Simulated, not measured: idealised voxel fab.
The following is a process module called voxel wiring stack.
Shown is cross-section cut, with a width of 195 nm and square cells of size 5 nm.
Throughout this document, each cross-section is represented as a grid of square cells and is presented as a sequence of bands enumerated from the top downward, where a band comprises one or more rows of cells.
Read a band's entry like this: the first values are the height of its top and the height of its bottom in nm, and what follows is the sequence of materials from left to right, each with its width in nm. Note that "blank" is empty space, and that a single material marked "full width" reaches across the band from edge to edge.
Height datum 0, below which the as-received substrate wafer is one material. Lowest band open at the bottom, running downward: "0..down".
Width "30->40": first value at the band's top row of cells, second value at its bottom row, equal change from row to row.
When a step is marked "everything unchanged", none of the cells in the cross-section changed during that step.
Empty spaces counting at least 8 cells and having no open way to the top are listed in "Sealed internal voids". The notation width x height at distance is used for each, the distance being from the left edge and all three values in nm.
Formally, on a step line, whatever follows the settings is a remark that the simulator itself makes on the step.
A step line may carry the setting "overlay nm", which, for steps involving a mask, states the distance by which the mask lay to the right of its intended position; negative values denote displacement to the left.
# List of planned process steps
| 1 | RECEIVE, material Si |
| 2 | CONFORMAL_DEP, material SiO2, thk nm 10 |
| 3 | DIRECTIONAL_DEP, material TiN, thk nm 5 |
| 4 | DIRECTIONAL_DEP, material Ru, thk nm 20 |
| 5 | PATTERN, tone cover, mask id METAL_1, material resist, width nm 30, pitch nm 45, thk nm 15, overlay nm 0 |
| 6 | DIRECTIONAL_ETCH, etch materials Ru, depth nm 20 |
| 7 | DIRECTIONAL_ETCH, etch materials TiN, depth nm 5 |
| 8 | STRIP, etch materials resist |
| 9 | FILL_DEP, material lowk, thk nm 10 |
| 10 | CMP, height nm 35 |
| 11 | CONFORMAL_DEP, material SiCN, thk nm 5 |
| 12 | DIRECTIONAL_DEP, material lowk, thk nm 20 |
| 13 | DIRECTIONAL_DEP, material aC, thk nm 15 |
| 14 | PATTERN, tone open, mask id PLUG_1, material resist, width nm 15, pitch nm 45, thk nm 35, overlay nm 0 |
| 15 | DIRECTIONAL_ETCH, etch materials aC, depth nm 15 |
| 16 | STRIP, etch materials resist |
| 17 | DIRECTIONAL_ETCH, etch materials lowk, depth nm 20 |
| 18 | DIRECTIONAL_ETCH, etch materials SiCN, depth nm 5 |
| 19 | STRIP, etch materials aC |
| 20 | CONFORMAL_DEP, material TiN, thk nm 5 |
| 21 | FILL_DEP, material Ru, thk nm 10 |
| 22 | CMP, height nm 60 |
| 23 | DIRECTIONAL_DEP, material TiN, thk nm 5 |
| 24 | DIRECTIONAL_DEP, material W, thk nm 15 |
| 25 | PATTERN, tone cover, mask id METAL_2, material resist, width nm 30, pitch nm 45, thk nm 15, overlay nm 0 |
| 26 | DIRECTIONAL_ETCH, etch materials W, depth nm 15 |
| 27 | DIRECTIONAL_ETCH, etch materials TiN, depth nm 5 |
| 28 | STRIP, etch materials resist |
| 29 | FILL_DEP, material lowk, thk nm 10 |
| 30 | CMP, height nm 80 |
| 31 | CONFORMAL_DEP, material SiCN, thk nm 5 |
| 32 | DIRECTIONAL_DEP, material SiO2, thk nm 35 |
| 33 | DIRECTIONAL_DEP, material aC, thk nm 10 |
| 34 | PATTERN, tone open, mask id METAL_3, material resist, width nm 30, pitch nm 45, thk nm 30, overlay nm 0 |
| 35 | DIRECTIONAL_ETCH, etch materials aC, depth nm 10 |
| 36 | STRIP, etch materials resist |
| 37 | DIRECTIONAL_ETCH, etch materials SiO2, depth nm 20 |
| 38 | STRIP, etch materials aC |
| 39 | DIRECTIONAL_DEP, material aC, thk nm 15 |
| 40 | PATTERN, tone open, mask id METAL_3_HOLES, material resist, width nm 15, pitch nm 90, thk nm 30, overlay nm 0 |
| 41 | DIRECTIONAL_ETCH, etch materials aC, depth nm 15 |
| 42 | STRIP, etch materials resist |
| 43 | DIRECTIONAL_ETCH, etch materials SiO2, depth nm 15 |
| 44 | DIRECTIONAL_ETCH, etch materials SiCN, depth nm 5 |
| 45 | STRIP, etch materials aC |
| 46 | CONFORMAL_DEP, material TiN, thk nm 5 |
| 47 | FILL_DEP, material Ru, thk nm 5 |
| 48 | CMP, height nm 120 |
| 49 | CONFORMAL_DEP, material SiCN, thk nm 5 |
# Step 1 complete: cross-section of the wafer as received
	0..down  Si full width
	Sealed internal voids: none
# Starting wafer: above. Plan: above. Run: one mistake. Cross-section after the module: below
	125..120  SiCN full width
	120..105  SiO2 (15); TiN (5); Ru (20); TiN (5); SiO2 (15); TiN (5); Ru (20); TiN (5); SiO2 (15); TiN (5); Ru (20); TiN (5); SiO2 (15); TiN (5); Ru (20); TiN (5); SiO2 (15)
	105..100  SiO2 (15); TiN (5); Ru (5); TiN (20); SiO2 (15); TiN (30); SiO2 (15); TiN (5); Ru (5); TiN (20); SiO2 (15); TiN (30); SiO2 (15)
	100..85  SiO2 (15); TiN (5); Ru (5); TiN (5); SiO2 (75); TiN (5); Ru (5); TiN (5); SiO2 (75)
	85..80  SiCN (15); TiN (15); SiCN (75); TiN (15); SiCN (75)
	80..65  W (15); lowk (30); W (15); lowk (30); W (15); lowk (30); W (15); lowk (30); W (15)
	65..60  TiN (15); lowk (30); TiN (15); lowk (30); TiN (15); lowk (30); TiN (15); lowk (30); TiN (15)
	60..40  lowk (15); TiN (5); Ru (5); TiN (5); lowk (30); TiN (5); Ru (5); TiN (5); lowk (30); TiN (5); Ru (5); TiN (5); lowk (30); TiN (5); Ru (5); TiN (5); lowk (30)
	40..35  SiCN (15); TiN (15); SiCN (30); TiN (15); SiCN (30); TiN (15); SiCN (30); TiN (15); SiCN (30)
	35..15  lowk (15); Ru (30); lowk (15); Ru (30); lowk (15); Ru (30); lowk (15); Ru (30); lowk (15)
	15..10  lowk (15); TiN (30); lowk (15); TiN (30); lowk (15); TiN (30); lowk (15); TiN (30); lowk (15)
	10..0  SiO2 full width
	0..down  Si full width
	Sealed internal voids: none
Misprocessing identified: step 25 did not happen as planned, as run it was PATTERN, tone open, mask id METAL_2, material resist, width nm 30, pitch nm 45, thk nm 15, overlay nm 0
